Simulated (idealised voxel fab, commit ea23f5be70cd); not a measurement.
Herein follows the process module entitled voxel released beams.
FYI the section here is cut, 165 nm wide, cells are 5 nm squares.
Cross-section = grid of square cells, listed top down in bands; band = one or more rows. The band entry comprises the height of the band's top followed by the height of its bottom, expressed in nm, and subsequently the band's materials from left to right, each stated together with its width in nm. Where a single material is marked with the word "full width", that material fills the band from edge to edge. The word "air" represents empty space. Heights are expressed relative to 0, this being the level below which the as-received wafer comprises one material exclusively. The lowest band is unbounded in the downward direction and is denoted as in "0 nm and below". Graded width ("30..40"): value in top row of band = first number; value in bottom row = second number; row-to-row change constant. "changes: none" means the step left every cell of the cross-section as it was. Voids not open to the top, 8 cells minimum: see "Enclosed void list". Written width x height at distance; distance is from the left edge; nm. Heads up: the bit after the settings on a step's line is the simulator's remark on that step. "overlay nm" answers the question of how far to the right of plan the mask lay on a step that has a mask, and when it is negative the answer is to the left.

## This section lists the process steps that were planned
| 1 | RECEIVE | material Si |
| 2 | CONFORMAL_DEP | material Al2O3 | thk nm 5 |
| 3 | DIRECTIONAL_DEP | material SiO2 | thk nm 20 |
| 4 | PATTERN | tone open | mask id ANCHOR | material resist | width nm 35 | thk nm 15 | overlay nm 0 |
| 5 | DIRECTIONAL_ETCH | etch materials SiO2 | depth nm 20 |
| 6 | STRIP | etch materials resist |
| 7 | CONFORMAL_DEP | material W | thk nm 10 |
| 8 | DIRECTIONAL_DEP | material aC | thk nm 10 |
| 9 | PATTERN | tone cover | mask id BEAM | material resist | width nm 120 | thk nm 30 | overlay nm 0 |
| 10 | DIRECTIONAL_ETCH | etch materials aC | depth nm 10 |
| 11 | STRIP | etch materials resist |
| 12 | DIRECTIONAL_ETCH | etch materials W | depth nm 10 |
| 13 | STRIP | etch materials aC |
| 14 | STRIP | etch materials SiO2 |

## Wafer, first of two, run as planned

## Delivered wafer in cross-section: state after step 1
	0 nm and below = Si full width
	Enclosed void list: none

## State of the wafer after step 2, shown in cross-section
	5 nm to 0 nm = Al2O3 full width
	Below 0, no change.

## State of the wafer after step 3, shown in cross-section
	25 nm to 5 nm = SiO2 full width
	Below 5, no change.

## State of the wafer after step 4, shown in cross-section
	40 nm to 25 nm = resist 25, then air 35, then resist 105
	Below 25, no change.

## State of the wafer after step 5, shown in cross-section
	40 nm to 25 nm = resist 25, then air 35, then resist 105
	25 nm to 5 nm = SiO2 25, then air 35, then SiO2 105
	Below 5, no change.

## State of the wafer after step 6, shown in cross-section
	25 nm to 5 nm = SiO2 25, then air 35, then SiO2 105
	Below 5, no change.

## State of the wafer after step 7, shown in cross-section
	35 nm to 25 nm = W 35, then air 15, then W 115
	25 nm to 15 nm = SiO2 25, then W 10, then air 15, then W 10, then SiO2 105
	15 nm to 5 nm = SiO2 25, then W 35, then SiO2 105
	Below 5, no change.

## State of the wafer after step 8, shown in cross-section
	45 nm to 35 nm = aC 35, then air 15, then aC 115
	35 nm to 25 nm = W 35, then air 15, then W 115
	25 nm to 15 nm = SiO2 25, then W 10, then aC 15, then W 10, then SiO2 105
	Below 15, no change.

## State of the wafer after step 9, shown in cross-section
	75 nm to 45 nm = air 20, then resist 120, then air 25
	45 nm to 35 nm = aC 35, then resist 15, then aC 115
	35 nm to 25 nm = W 35, then resist 15, then W 115
	Below 25, no change.

## State of the wafer after step 10, shown in cross-section
	65 nm to 45 nm = air 20, then resist 120, then air 25
	45 nm to 35 nm = air 20, then aC 15, then resist 15, then aC 90, then air 25
	Below 35, no change.

## State of the wafer after step 11, shown in cross-section
	45 nm to 35 nm = air 20, then aC 15, then air 15, then aC 90, then air 25
	35 nm to 25 nm = W 35, then air 15, then W 115
	Below 25, no change.

## State of the wafer after step 12, shown in cross-section
	45 nm to 35 nm = air 20, then aC 15, then air 15, then aC 90, then air 25
	35 nm to 25 nm = air 20, then W 15, then air 15, then W 90, then air 25
	Below 25, no change.

## State of the wafer after step 13, shown in cross-section
	35 nm to 25 nm = air 20, then W 15, then air 15, then W 90, then air 25
	25 nm to 15 nm = SiO2 25, then W 10, then air 15, then W 10, then SiO2 105
	Below 15, no change.

## State of the wafer after step 14, shown in cross-section
	35 nm to 25 nm = air 20, then W 15, then air 15, then W 90, then air 25
	25 nm to 15 nm = air 25, then W 10, then air 15, then W 10, then air 105
	15 nm to 5 nm = air 25, then W 35, then air 105
	Below 5, no change.

## The remaining wafer, second of the two, started like the first and was run to the same plan, except that one mistake was made along the way; the two coincide through step 3, inclusive

## Look at the second wafer in cross-section at the time step 4 ought to have finished
	40 nm to 25 nm = air 25, then resist 35, then air 105
	Below 25, no change.

## Look at the second wafer in cross-section at the time step 5 ought to have finished
	40 nm to 25 nm = air 25, then resist 35, then air 105
	25 nm to 5 nm = air 25, then SiO2 35, then air 105
	Below 5, no change.

## Look at the second wafer in cross-section at the time step 6 ought to have finished
	25 nm to 5 nm = air 25, then SiO2 35, then air 105
	Below 5, no change.

## Look at the second wafer in cross-section at the time step 7 ought to have finished
	35 nm to 25 nm = air 15, then W 55, then air 95
	25 nm to 15 nm = air 15, then W 10, then SiO2 35, then W 10, then air 95
	15 nm to 5 nm = W 25, then SiO2 35, then W 105
	Below 5, no change.

## Look at the second wafer in cross-section at the time step 8 ought to have finished
	45 nm to 35 nm = air 15, then aC 55, then air 95
	35 nm to 25 nm = air 15, then W 55, then air 95
	25 nm to 15 nm = aC 15, then W 10, then SiO2 35, then W 10, then aC 95
	Below 15, no change.

## Look at the second wafer in cross-section at the time step 9 ought to have finished
	75 nm to 45 nm = air 20, then resist 120, then air 25
	45 nm to 35 nm = air 15, then aC 55, then resist 70, then air 25
	35 nm to 25 nm = air 15, then W 55, then resist 70, then air 25
	Below 25, no change.

## Look at the second wafer in cross-section at the time step 10 ought to have finished
	65 nm to 45 nm = air 20, then resist 120, then air 25
	45 nm to 35 nm = air 20, then aC 50, then resist 70, then air 25
	35 nm to 25 nm = air 15, then W 55, then resist 70, then air 25
	25 nm to 15 nm = air 15, then W 10, then SiO2 35, then W 10, then aC 70, then air 25
	Below 15, no change.

## Look at the second wafer in cross-section at the time step 11 ought to have finished
	45 nm to 35 nm = air 20, then aC 50, then air 95
	35 nm to 25 nm = air 15, then W 55, then air 95
	Below 25, no change.

## Look at the second wafer in cross-section at the time step 12 ought to have finished
	45 nm to 35 nm = air 20, then aC 50, then air 95
	35 nm to 25 nm = air 20, then W 50, then air 95
	25 nm to 15 nm = air 15, then W 10, then SiO2 35, then W 10, then aC 70, then air 25
	15 nm to 5 nm = air 15, then W 10, then SiO2 35, then W 80, then air 25
	Below 5, no change.

## Look at the second wafer in cross-section at the time step 13 ought to have finished
	35 nm to 25 nm = air 20, then W 50, then air 95
	25 nm to 15 nm = air 15, then W 10, then SiO2 35, then W 10, then air 95
	Below 15, no change.

Look at the second wafer in cross-section at the time step 14 ought to have finished: changes: none
The plan and the run diverged here: heads up, step 4 didn't go per plan, it actually ran as PATTERN | tone cover | mask id ANCHOR | material resist | width nm 35 | thk nm 15 | overlay nm 0
Count the cells at the end and the second wafer has more or fewer of some materials than the first: SiO2 +28
